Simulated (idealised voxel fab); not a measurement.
The document below concerns the process module designated voxel wiring stack.
Cross-section cut spans 280 nm and uses square cells 5 nm in size.
Cross-section, as written here: a square-cell grid given band by band from the top down, where a band holds one or more rows of cells. Top height, bottom height, nm. Materials left to right, width each, nm. Single material + "all across" = fills band edge to edge. "air" = empty. Measure heights from 0. That's the level where, below it, the as-received wafer is all one material. The lowest band is bottomless and extends downward; write it as in "0 and below". Graded width ("30 to 40"): value in top row of band = first number; value in bottom row = second number; row-to-row change constant. The cross-section has no changed cell in any step marked "no change occurred". Basically, "Catalogued sealed voids" tells you about the enclosed voids: empty spaces with no open way to the top, 8 cells or bigger, each written width x height at distance, where distance is from the left edge, all in nm. Whatever follows a step's settings on its line is a remark the simulator itself makes about that step. The "overlay nm" setting may appear on a step's line; for a step that uses a mask, it gives how far to the right of its planned position the mask lay, and a negative value indicates the left.
## Process steps - plan
step 1: RECEIVE, material Si
step 2: CONFORMAL_DEP, material SiO2, thk nm 10
step 3: CONFORMAL_DEP, material SiN, thk nm 5
step 4: DIRECTIONAL_DEP, material lowk, thk nm 15
step 5: DIRECTIONAL_DEP, material aC, thk nm 10
step 6: PATTERN, tone open, mask id METAL_1, material resist, width nm 25, pitch nm 40, thk nm 30, overlay nm 0
step 7: DIRECTIONAL_ETCH, etch materials aC, depth nm 10
step 8: STRIP, etch materials resist
step 9: DIRECTIONAL_ETCH, etch materials lowk, depth nm 15
step 10: DIRECTIONAL_ETCH, etch materials SiN, depth nm 5
step 11: STRIP, etch materials aC
step 12: CONFORMAL_DEP, material TiN, thk nm 5
step 13: FILL_DEP, material Cu, thk nm 5
step 14: CMP, height nm 30
step 15: CONFORMAL_DEP, material SiCN, thk nm 5
step 16: DIRECTIONAL_DEP, material lowk, thk nm 20
step 17: DIRECTIONAL_DEP, material aC, thk nm 15
step 18: PATTERN, tone open, mask id PLUG_1, material resist, width nm 15, pitch nm 40, thk nm 35, overlay nm 0
step 19: DIRECTIONAL_ETCH, etch materials aC, depth nm 15
step 20: STRIP, etch materials resist
step 21: DIRECTIONAL_ETCH, etch materials lowk, depth nm 20
step 22: DIRECTIONAL_ETCH, etch materials SiCN, depth nm 5
step 23: STRIP, etch materials aC
step 24: CONFORMAL_DEP, material TiN, thk nm 5
step 25: FILL_DEP, material Ru, thk nm 5
step 26: CMP, height nm 55
step 27: CONFORMAL_DEP, material SiCN, thk nm 5
step 28: DIRECTIONAL_DEP, material lowk, thk nm 25
step 29: MASKED_ETCH, tone open, mask id METAL_2, width nm 25, pitch nm 40, etch materials lowk, depth nm 25, overlay nm 0
step 30: MASKED_ETCH, tone open, mask id METAL_2, width nm 25, pitch nm 40, etch materials SiCN, depth nm 5, overlay nm 0
step 31: CONFORMAL_DEP, material TiN, thk nm 5
step 32: FILL_DEP, material Cu, thk nm 5
step 33: CMP, height nm 85
step 34: CONFORMAL_DEP, material SiN, thk nm 5
## Step 1 complete: cross-section of the wafer as received
    0 and below  Si all across
    Catalogued sealed voids: none
## End-of-module cross-section of the first of two wafers, processed as planned
    90 down to 85  SiN all across
    85 down to 60  lowk=105 | TiN=5 | Cu=15 | TiN=5 | lowk=15 | TiN=5 | Cu=15 | TiN=5 | lowk=110
    60 down to 55  SiCN=105 | TiN=25 | SiCN=15 | TiN=25 | SiCN=110
    55 down to 35  lowk=105 | TiN=5 | Ru=5 | TiN=5 | lowk=25 | TiN=5 | Ru=5 | TiN=5 | lowk=120
    35 down to 30  SiCN=105 | TiN=15 | SiCN=25 | TiN=15 | SiCN=120
    30 down to 15  lowk=105 | TiN=5 | Cu=15 | TiN=5 | lowk=15 | TiN=5 | Cu=15 | TiN=5 | lowk=110
    15 down to 10  SiN=105 | TiN=25 | SiN=15 | TiN=25 | SiN=110
    10 down to 0  SiO2 all across
    0 and below  Si all across
    Catalogued sealed voids: none
## Wafer two cross-section, module end. Start and plan unchanged from wafer one; one mistake made during the run
    90 down to 85  SiN all across
    85 down to 60  lowk=105 | TiN=5 | Cu=15 | TiN=5 | lowk=15 | TiN=5 | Cu=15 | TiN=5 | lowk=110
    60 down to 55  SiCN=105 | TiN=25 | SiCN=15 | TiN=25 | SiCN=110
    55 down to 35  lowk=105 | TiN=5 | Ru=5 | TiN=5 | lowk=25 | TiN=5 | Ru=5 | TiN=5 | lowk=120
    35 down to 30  SiCN=105 | TiN=15 | SiCN=25 | TiN=15 | SiCN=120
    30 down to 15  Cu=100 | TiN=5 | lowk=25 | TiN=5 | Cu=5 | TiN=5 | lowk=25 | TiN=5 | Cu=105
    15 down to 10  TiN=105 | SiN=25 | TiN=15 | SiN=25 | TiN=110
    10 down to 0  SiO2 all across
    0 and below  Si all across
    Catalogued sealed voids: none
Short version of what went wrong: step 6 did not happen as planned, as run it was PATTERN, tone cover, mask id METAL_1, material resist, width nm 25, pitch nm 40, thk nm 30, overlay nm 0
The final cell counts differ between the wafers, with the second having more or fewer of some materials than the first: Cu +108, SiN -36, TiN +36, lowk -108
